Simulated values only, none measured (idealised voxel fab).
Module name: voxel transistor to metal (process module)
Cross-section cut spans 185 nm and uses square cells 5 nm in size.
Bands, listed from the top down, are how a cross-section gets written in this document; the cross-section itself is a grid of square cells, and a band is one or more rows of them.
Top height, bottom height, nm. Materials left to right, width each, nm. Single material + "everywhere" = fills band edge to edge. "empty" = empty.
It should be noted that heights are counted from 0, beneath which the wafer as supplied is of one material throughout, and that the lowest band possesses no lower boundary but continues downward, as written in "0..down".
Note: "30 to 40" means the width goes from the first number (top row of the band) to the second number (bottom row) in equal steps per row of cells.
Given "changes: none" for a step, no cell of the cross-section differs between before and after that step.
Entry "Fully sealed cavities". Content: empty spaces with no open connection to the top, size 8 cells or greater. Each: width x height at distance. Distance: from left edge. Unit: nm.
Formally, on a step line, whatever follows the settings is a remark that the simulator itself makes on the step.
The "overlay nm" setting may appear on a step's line; for a step that uses a mask, it gives how far to the right of its planned position the mask lay, and a negative value indicates the left.

Listed below are the process steps as planned
- 1: op RECEIVE | material Si
- 2: op CONFORMAL_DEP | material SiO2 | thk nm 5
- 3: op CONFORMAL_DEP | material SiN | thk nm 10
- 4: op MASKED_ETCH | tone cover | mask id ACTIVE | width nm 100 | etch materials SiN | depth nm 10 | overlay nm 0
- 5: op MASKED_ETCH | tone cover | mask id ACTIVE | width nm 100 | etch materials SiO2 | depth nm 5 | overlay nm 0
- 6: op MASKED_ETCH | tone cover | mask id ACTIVE | width nm 100 | etch materials Si | depth nm 30 | overlay nm 0
- 7: op FILL_DEP | material SiO2 | thk nm 15
- 8: op CMP | height nm 15
- 9: op SELECTIVE_ETCH | etch materials SiO2 | depth nm 5
- 10: op STRIP | etch materials SiN
- 11: op SELECTIVE_ETCH | etch materials SiO2 | depth nm 5
- 12: op OXIDIZE | depth nm 5
- 13: op DIRECTIONAL_DEP | material polySi | thk nm 30
- 14: op DIRECTIONAL_DEP | material SiCN | thk nm 15
- 15: op MASKED_ETCH | tone cover | mask id GATE | width nm 20 | etch materials SiCN | depth nm 25 | overlay nm 0
- 16: op MASKED_ETCH | tone cover | mask id GATE | width nm 20 | etch materials polySi | depth nm 40 | overlay nm 0
- 17: op CONFORMAL_DEP | material SiN | thk nm 10
- 18: op DIRECTIONAL_ETCH | etch materials SiN | depth nm 10
- 19: op DIRECTIONAL_ETCH | etch materials SiO2 | depth nm 5
- 20: op DIRECTIONAL_ETCH | etch materials Si | depth nm 5
- 21: op EPI | material SiGe | thk nm 5
- 22: op FILL_DEP | material SiO2 | thk nm 10
- 23: op CMP | height nm 45
- 24: op DIRECTIONAL_DEP | material SiO2 | thk nm 10
- 25: op MASKED_ETCH | tone open | mask id CONTACT | width nm 20 | pitch nm 70 | etch materials SiO2 | depth nm 60 | overlay nm 0
- 26: op CONFORMAL_DEP | material TiN | thk nm 5
- 27: op FILL_DEP | material Ru | thk nm 10
- 28: op CMP | height nm 55
- 29: op CONFORMAL_DEP | material SiN | thk nm 5
- 30: op DIRECTIONAL_DEP | material SiO2 | thk nm 15
- 31: op PATTERN | tone open | mask id METAL_1 | material resist | width nm 20 | pitch nm 70 | thk nm 15 | overlay nm 0
- 32: op DIRECTIONAL_ETCH | etch materials SiO2 | depth nm 15
- 33: op DIRECTIONAL_ETCH | etch materials SiN | depth nm 5
- 34: op STRIP | etch materials resist
- 35: op CONFORMAL_DEP | material TiN | thk nm 5
- 36: op FILL_DEP | material Cu | thk nm 10
- 37: op CMP | height nm 75
- 38: op CONFORMAL_DEP | material SiCN | thk nm 5
- 39: op DIRECTIONAL_DEP | material lowk | thk nm 30
- 40: op MASKED_ETCH | tone open | mask id METAL_2_HOLES | width nm 15 | pitch nm 70 | etch materials lowk | depth nm 30 | overlay nm 0
- 41: op MASKED_ETCH | tone open | mask id METAL_2 | width nm 20 | pitch nm 70 | etch materials lowk | depth nm 15 | overlay nm 0
- 42: op MASKED_ETCH | tone open | mask id METAL_2 | width nm 20 | pitch nm 70 | etch materials SiCN | depth nm 5 | overlay nm 0
- 43: op CONFORMAL_DEP | material TiN | thk nm 5
- 44: op FILL_DEP | material Cu | thk nm 5
- 45: op CMP | height nm 110
- 46: op CONFORMAL_DEP | material SiN | thk nm 5

As received (post step 1): cross-section
* 0..down: Si everywhere
* Fully sealed cavities: none

Wafer at module end, in section. Began as above, planned as above, run with one mistake
* 115..110: SiN everywhere
* 110..100: lowk 45; TiN 5; Cu 10; TiN 5; lowk 50; TiN 5; Cu 10; TiN 5; lowk 50
* 100..95: lowk 45; TiN 5; Cu 5; TiN 10; lowk 50; TiN 5; Cu 5; TiN 10; lowk 50
* 95..80: lowk 45; TiN 5; Cu 5; TiN 5; lowk 55; TiN 5; Cu 5; TiN 5; lowk 55
* 80..75: SiCN 45; TiN 15; SiCN 55; TiN 15; SiCN 55
* 75..60: SiO2 45; TiN 5; Cu 10; TiN 5; SiO2 50; TiN 5; Cu 10; TiN 5; SiO2 50
* 60..55: SiN 45; TiN 20; SiN 50; TiN 20; SiN 50
* 55..50: Ru 40; TiN 5; SiO2 20; TiN 5; Ru 40; TiN 5; SiO2 20; TiN 5; Ru 45
* 50..45: Ru 40; TiN 5; SiO2 20; TiN 50; SiO2 20; TiN 5; Ru 45
* 45..30: Ru 40; TiN 5; SiO2 20; TiN 5; SiN 10; SiCN 20; SiN 10; TiN 5; SiO2 20; TiN 5; Ru 45
* 30..10: Ru 40; TiN 5; SiO2 20; TiN 5; SiN 10; polySi 20; SiN 10; TiN 5; SiO2 20; TiN 5; Ru 45
* 10..5: Ru 30; TiN 15; SiO2 20; TiN 5; SiN 10; polySi 20; SiN 10; TiN 5; SiO2 20; TiN 15; Ru 35
* 5..0: Ru 30; TiN 5; SiN 10; SiO2 20; TiN 5; SiN 10; polySi 20; SiN 10; TiN 5; SiO2 20; SiN 10; TiN 5; Ru 35
* 0..-5: TiN 35; SiO2 10; SiGe 5; SiO2 15; SiGe 5; SiO2 40; SiGe 5; SiO2 15; SiGe 5; SiO2 10; TiN 40
* -5..-10: SiO2 40; Si 5; SiGe 25; Si 40; SiGe 25; Si 5; SiO2 45
* -10..-30: SiO2 40; Si 100; SiO2 45
* -30..down: Si everywhere
* Fully sealed cavities: none
The plan and the run diverged here: note that step 25 departed from the planned setting and was carried out as op MASKED_ETCH | tone cover | mask id CONTACT | width nm 20 | pitch nm 70 | etch materials SiO2 | depth nm 60 | overlay nm 0
